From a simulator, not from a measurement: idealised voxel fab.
The name of this process module is voxel self aligned contacts.
Each square cell in cross-section cut measures 5 nm, and the section as a whole is 220 nm wide.
Each cross-section below is a grid of square cells, stated as bands in top-down order, with one or more rows of cells making up each band.
Band entry format. Leading values: height of top, height of bottom, nm. Remainder: materials in left-to-right order, each with its width in nm. Special words: "full width" on a single material, which then fills the band edge to edge; "air", empty space.
Heights are reckoned from 0. Under this level, the received wafer is all of one material. The bottommost band is open-ended downward, for example "top 0, no bottom".
A width given as "30 to 40" starts at the first number in the band's top row and ends at the second number in its bottom row, shifting by an equal amount at every step from row to row.
Given "nothing different" for a step, no cell of the cross-section differs between before and after that step.
"Closed-off voids" means: voids of 8 cells or more that are shut off from the top with no open way through. Written width x height at distance, distance from the left edge, in nm.
What comes after the settings on a step's line is commentary from the simulator itself on that step.
overlay nm: for a step with a mask, the amount by which the mask lay right of where it was planned; a negative amount means left of it.
# Intended process steps
step 1: RECEIVE,material Si
step 2: CONFORMAL_DEP,material SiO2,thk nm 5
step 3: DIRECTIONAL_DEP,material polySi,thk nm 25
step 4: DIRECTIONAL_DEP,material SiN,thk nm 25
step 5: PATTERN,tone cover,mask id GATE,material resist,width nm 30,pitch nm 75,thk nm 20,overlay nm 0
step 6: DIRECTIONAL_ETCH,etch materials SiN,depth nm 25
step 7: DIRECTIONAL_ETCH,etch materials polySi,depth nm 25
step 8: STRIP,etch materials resist
step 9: CONFORMAL_DEP,material SiN,thk nm 10
step 10: DIRECTIONAL_ETCH,etch materials SiN,depth nm 10
step 11: FILL_DEP,material SiO2,thk nm 15
step 12: CMP,height nm 60
step 13: MASKED_ETCH,tone open,mask id CONTACT,width nm 55,etch materials SiO2,depth nm 60,overlay nm 0
step 14: CONFORMAL_DEP,material TiN,thk nm 5
step 15: FILL_DEP,material W,thk nm 5
step 16: CMP,height nm 60
step 17: CONFORMAL_DEP,material SiCN,thk nm 5
# Cross-section of the incoming wafer, state after step 1
> top 0, no bottom  Si full width
> Closed-off voids: none
# Result of the module, cross-sectioned: start per above, plan per above, one error in how it was run
> top 65, bottom 60  SiCN full width
> top 60, bottom 55  SiO2 80 nm  TiN 55 nm  SiO2 85 nm
> top 55, bottom 30  SiN 65 nm  SiO2 10 nm  SiN 65 nm  SiO2 10 nm  SiN 70 nm
> top 30, bottom 5  polySi 55 nm  SiN 10 nm  SiO2 10 nm  SiN 10 nm  polySi 45 nm  SiN 10 nm  SiO2 10 nm  SiN 10 nm  polySi 60 nm
> top 5, bottom 0  SiO2 full width
> top 0, no bottom  Si full width
> Closed-off voids: none
Finding, execution versus plan: step 5 deviated from plan and actually ran as PATTERN,tone open,mask id GATE,material resist,width nm 30,pitch nm 75,thk nm 20,overlay nm 0
